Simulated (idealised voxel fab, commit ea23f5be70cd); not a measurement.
You're looking at the process module voxel air gaps.
The cross-section shown here is cut; it is 215 nm wide and divided into square cells measuring 5 nm on a side.
A cross-section in this document is a grid of square cells, and it is written down as bands, the top band listed before the ones below it; a band is made up of one or more rows of cells.
Look at the band entry: it leads with the top's height and the bottom's height in nm. Then it lists the materials left to right, with a width in nm for each. The word "everywhere" on a single material says that material fills the band edge to edge. The word "air" is empty space.
Where do heights start? At 0: under that level the wafer as delivered is made of one material only. And the lowest band has no floor; it just carries on downward, as in "top 0, no bottom".
Quick explanation for "30..40": the width changes in equal steps down the rows of cells, from the first number in the band's top row to the second number in its bottom row.
"nothing altered" for a step: no cell of the cross-section changed in that step.
Entry "Entrapped void list" = empty spaces >= 8 cells with no open way to the top; each as width x height at distance, distance from left edge, all nm.
On each step's line, the part that comes after the settings is the simulator's own comment on the step.
overlay nm: mask right of planned place by this much (step with mask). Neg. = left.
Steps planned for the process:
1: RECEIVE, material Si
2: CONFORMAL_DEP, material SiO2, thk nm 10
3: CONFORMAL_DEP, material SiCN, thk nm 5
4: DIRECTIONAL_DEP, material lowk, thk nm 40
5: DIRECTIONAL_DEP, material aC, thk nm 10
6: PATTERN, tone open, mask id LINES, material resist, width nm 20, pitch nm 50, thk nm 30, overlay nm 0
7: DIRECTIONAL_ETCH, etch materials aC, depth nm 10
8: STRIP, etch materials resist
9: DIRECTIONAL_ETCH, etch materials lowk, depth nm 40
10: STRIP, etch materials aC
11: CONFORMAL_DEP, material TiN, thk nm 5
12: FILL_DEP, material Cu, thk nm 5
13: CMP, height nm 55
14: EPI, material Ru, thk nm 10
15: SELECTIVE_ETCH, etch materials lowk, depth nm 50
16: CONFORMAL_DEP, material SiCN, thk nm 5
Variable across wafers: step 11 thk nm (plan value is that of the first wafer; starting state common to all).
The first of several wafers as received, shown in cross-section; this is its state after step 1:
* top 0, no bottom  Si everywhere
* Entrapped void list: none
Note: the following table is arranged by wafer, a row apiece. Each row reports the end-of-module state: per material, cells gained (+) or cells lost (-) compared with the wafer as received; closed voids follow:
thk nm 5; +42 Cu; +48 Ru; +170 SiCN; +86 SiO2; +54 TiN; Entrapped void list: 20 x 30 at 70; 20 x 30 at 120
thk nm 10; +48 Ru; +170 SiCN; +86 SiO2; +96 TiN; Entrapped void list: 20 x 30 at 70; 20 x 30 at 120
thk nm 15; +48 Ru; +170 SiCN; +86 SiO2; +96 TiN; Entrapped void list: 20 x 30 at 70; 20 x 30 at 120
thk nm 20; +48 Ru; +170 SiCN; +86 SiO2; +96 TiN; Entrapped void list: 20 x 30 at 70; 20 x 30 at 120
